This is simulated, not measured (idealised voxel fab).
Module name: voxel trench capacitor (process module)
In the cross-section labelled cut, the width is 285 nm and each square cell is 5 nm.
Square cells in a grid make up a cross-section in this document, and the grid is given as bands, listed from the top down, each one or more rows of cells. Quick guide to a band line: top height, bottom height (nm) up front; then every material left to right with its width in nm. Only one material and it's marked "throughout"? Then it fills the band edge to edge. And "empty" just means empty space. Basically, 0 is our baseline, since under it the wafer straight out of the box is all one material. The bottom band has no lower end and keeps on going down, so it looks like "from 0 down". Top row gets the first number, bottom row gets the second, and each row in between changes by the same step: that is how a band width like "30..40" works. "changes: none" -> step changed no cross-section cell. You'll see "Catalogued sealed voids" listing empty spaces that have no way open to the top, as long as they're 8 cells or more; the notation is width x height at distance, where the distance is from the left edge, and all of it is in nm. What comes after the settings on a step's line is commentary from the simulator itself on that step. overlay nm: on a step with a mask, how far right of its planned place the mask lay; negative means left.
### Listed below are the process steps as planned
1 RECEIVE: material Si
2 CONFORMAL_DEP: material SiN, thk nm 5
3 DIRECTIONAL_DEP: material aC, thk nm 10
4 PATTERN: tone open, mask id TRENCH, material resist, width nm 30, pitch nm 60, thk nm 25, overlay nm 0
5 DIRECTIONAL_ETCH: etch materials aC, depth nm 10
6 STRIP: etch materials resist
7 DIRECTIONAL_ETCH: etch materials SiN, depth nm 5
8 DIRECTIONAL_ETCH: etch materials Si, depth nm 30
9 STRIP: etch materials aC
10 CONFORMAL_DEP: material HfO2, thk nm 5
11 CONFORMAL_DEP: material TiN, thk nm 5
12 FILL_DEP: material W, thk nm 10
13 CMP: height nm 5
### Wafer as received: cross-section following step 1
> from 0 down | Si throughout
> Catalogued sealed voids: none
### As-planned run: cross-section of the first of two wafers at end of module
> from 5 to 0 | SiN=35 | HfO2=5 | TiN=5 | W=10 | TiN=5 | HfO2=5 | SiN=30 | HfO2=5 | TiN=5 | W=10 | TiN=5 | HfO2=5 | SiN=30 | HfO2=5 | TiN=5 | W=10 | TiN=5 | HfO2=5 | SiN=30 | HfO2=5 | TiN=5 | W=10 | TiN=5 | HfO2=5 | SiN=40
> from 0 to -20 | Si=35 | HfO2=5 | TiN=5 | W=10 | TiN=5 | HfO2=5 | Si=30 | HfO2=5 | TiN=5 | W=10 | TiN=5 | HfO2=5 | Si=30 | HfO2=5 | TiN=5 | W=10 | TiN=5 | HfO2=5 | Si=30 | HfO2=5 | TiN=5 | W=10 | TiN=5 | HfO2=5 | Si=40
> from -20 to -25 | Si=35 | HfO2=5 | TiN=20 | HfO2=5 | Si=30 | HfO2=5 | TiN=20 | HfO2=5 | Si=30 | HfO2=5 | TiN=20 | HfO2=5 | Si=30 | HfO2=5 | TiN=20 | HfO2=5 | Si=40
> from -25 to -30 | Si=35 | HfO2=30 | Si=30 | HfO2=30 | Si=30 | HfO2=30 | Si=30 | HfO2=30 | Si=40
> from -30 down | Si throughout
> Catalogued sealed voids: none
### Module end: cross-section of wafer two of two. Same start and process plan as the first wafer. One mistake during execution
> from 5 to 0 | W=25 | TiN=5 | HfO2=5 | SiN=30 | HfO2=5 | TiN=5 | W=10 | TiN=5 | HfO2=5 | SiN=30 | HfO2=5 | TiN=5 | W=10 | TiN=5 | HfO2=5 | SiN=30 | HfO2=5 | TiN=5 | W=10 | TiN=5 | HfO2=5 | SiN=30 | HfO2=5 | TiN=5 | W=30
> from 0 to -20 | W=25 | TiN=5 | HfO2=5 | Si=30 | HfO2=5 | TiN=5 | W=10 | TiN=5 | HfO2=5 | Si=30 | HfO2=5 | TiN=5 | W=10 | TiN=5 | HfO2=5 | Si=30 | HfO2=5 | TiN=5 | W=10 | TiN=5 | HfO2=5 | Si=30 | HfO2=5 | TiN=5 | W=30
> from -20 to -25 | TiN=30 | HfO2=5 | Si=30 | HfO2=5 | TiN=20 | HfO2=5 | Si=30 | HfO2=5 | TiN=20 | HfO2=5 | Si=30 | HfO2=5 | TiN=20 | HfO2=5 | Si=30 | HfO2=5 | TiN=35
> from -25 to -30 | HfO2=35 | Si=30 | HfO2=30 | Si=30 | HfO2=30 | Si=30 | HfO2=30 | Si=30 | HfO2=40
> from -30 down | Si throughout
> Catalogued sealed voids: none
The mistake made against the process plan was this: note that step 4 departed from the planned setting and was carried out as PATTERN: tone cover, mask id TRENCH, material resist, width nm 30, pitch nm 60, thk nm 25, overlay nm 0
Per the end-of-run cell counts, the second wafer holds more or fewer of some materials than the first: +9 HfO2; -54 Si; -9 SiN; +9 TiN; +45 W
